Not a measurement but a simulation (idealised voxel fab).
voxel capacitor over wiring: a process module
Shown is cross-section cut, with a width of 265 nm and square cells of size 5 nm.
Think of the cross-section as a grid of square cells. We describe it in bands, top to bottom, and each band covers one or more rows of those cells.
Within each band entry, the heights of the top and of the bottom of the band appear first, in that order and in nm; the materials of the band then follow from left to right, each with its corresponding width in nm. The designation "everywhere" on a single material indicates that it fills the band from edge to edge; the designation "air" indicates empty space.
Measure heights from 0. That's the level where, below it, the as-received wafer is all one material. The lowest band is bottomless and extends downward; write it as in "from 0 down".
With a width like "30..40", each row of cells in the band differs from the next by the same amount, the top row carrying the first number and the bottom row the second.
"no modifications" after a step means that no cell of the cross-section changed.
For the entry "Closed voids list", the listed items are empty spaces with no open way to the top whose size is 8 cells or more; each item follows the pattern width x height at distance, where distance is from the left edge and all three are in nm.
Heads up: the bit after the settings on a step's line is the simulator's remark on that step.
The line of a step may include "overlay nm". On a step with a mask, this value is how far to the right of its planned place the mask lay. A negative value means the mask lay to the left.

Below is the list of planned process steps:
| 1 | RECEIVE with material Si |
| 2 | CONFORMAL_DEP with material SiO2, thk nm 15 |
| 3 | CONFORMAL_DEP with material SiN, thk nm 5 |
| 4 | DIRECTIONAL_DEP with material SiO2, thk nm 25 |
| 5 | MASKED_ETCH with tone open, mask id METAL_1, width nm 20, pitch nm 90, etch materials SiO2, depth nm 25, overlay nm 0 |
| 6 | MASKED_ETCH with tone open, mask id METAL_1, width nm 30, pitch nm 90, etch materials SiN, depth nm 5, overlay nm 0 |
| 7 | CONFORMAL_DEP with material TiN, thk nm 5 |
| 8 | FILL_DEP with material Cu, thk nm 10 |
| 9 | CMP with height nm 45 |
| 10 | CONFORMAL_DEP with material SiCN, thk nm 5 |
| 11 | DIRECTIONAL_DEP with material SiO2, thk nm 15 |
| 12 | PATTERN with tone open, mask id PLUG_1, material resist, width nm 15, thk nm 15, overlay nm 0 |
| 13 | DIRECTIONAL_ETCH with etch materials SiO2, depth nm 15 |
| 14 | DIRECTIONAL_ETCH with etch materials SiCN, depth nm 5 |
| 15 | STRIP with etch materials resist |
| 16 | EPI with material Ru, thk nm 10 |
| 17 | EPI with material Ru, thk nm 10 |
| 18 | DIRECTIONAL_DEP with material TiN, thk nm 5 |
| 19 | DIRECTIONAL_DEP with material HfO2, thk nm 5 |
| 20 | DIRECTIONAL_DEP with material TiN, thk nm 10 |
| 21 | PATTERN with tone cover, mask id UPPER_PLATE, material resist, width nm 65, thk nm 15, overlay nm 0 |
| 22 | DIRECTIONAL_ETCH with etch materials TiN, depth nm 10 |
| 23 | DIRECTIONAL_ETCH with etch materials HfO2, depth nm 5 |
| 24 | STRIP with etch materials resist |
| 25 | PATTERN with tone cover, mask id LOWER_PLATE, material resist, width nm 75, thk nm 15, overlay nm 0 |
| 26 | DIRECTIONAL_ETCH with etch materials TiN, depth nm 5 |
| 27 | STRIP with etch materials resist |
| 28 | FILL_DEP with material SiO2, thk nm 15 |
| 29 | CMP with height nm 95 |
| 30 | PATTERN with tone open, mask id PLUG_2, material resist, width nm 15, thk nm 20, overlay nm 0 |
| 31 | DIRECTIONAL_ETCH with etch materials SiO2, depth nm 10 |
| 32 | STRIP with etch materials resist |
| 33 | CONFORMAL_DEP with material TiN, thk nm 5 |
| 34 | FILL_DEP with material Cu, thk nm 10 |
| 35 | CMP with height nm 95 |
| 36 | CONFORMAL_DEP with material SiN, thk nm 5 |
Keep in mind the plan's value for the width nm of step 5 comes from the first wafer; the wafers don't share that setting, but they do share the same starting point.

Step 1 complete: as-received cross-section of the first of several wafers:
- from 0 down | Si everywhere
- Closed voids list: none

Table: wafers, a row each; end-of-module cell change per material since receipt, gain (+), loss (-); then closed voids:
width nm 20 | +21 Cu | +13 HfO2 | +12 Ru | +50 SiCN | +98 SiN | +792 SiO2 | +74 TiN | Closed voids list: none
width nm 25 | +31 Cu | +13 HfO2 | +12 Ru | +50 SiCN | +96 SiN | +782 SiO2 | +76 TiN | Closed voids list: none
width nm 30 | +41 Cu | +13 HfO2 | +12 Ru | +50 SiCN | +94 SiN | +772 SiO2 | +78 TiN | Closed voids list: none
width nm 35 | +49 Cu | +13 HfO2 | +12 Ru | +50 SiCN | +94 SiN | +762 SiO2 | +80 TiN | Closed voids list: none
width nm 40 | +57 Cu | +13 HfO2 | +12 Ru | +50 SiCN | +94 SiN | +752 SiO2 | +82 TiN | Closed voids list: none
width nm 45 | +65 Cu | +13 HfO2 | +12 Ru | +50 SiCN | +94 SiN | +742 SiO2 | +84 TiN | Closed voids list: none
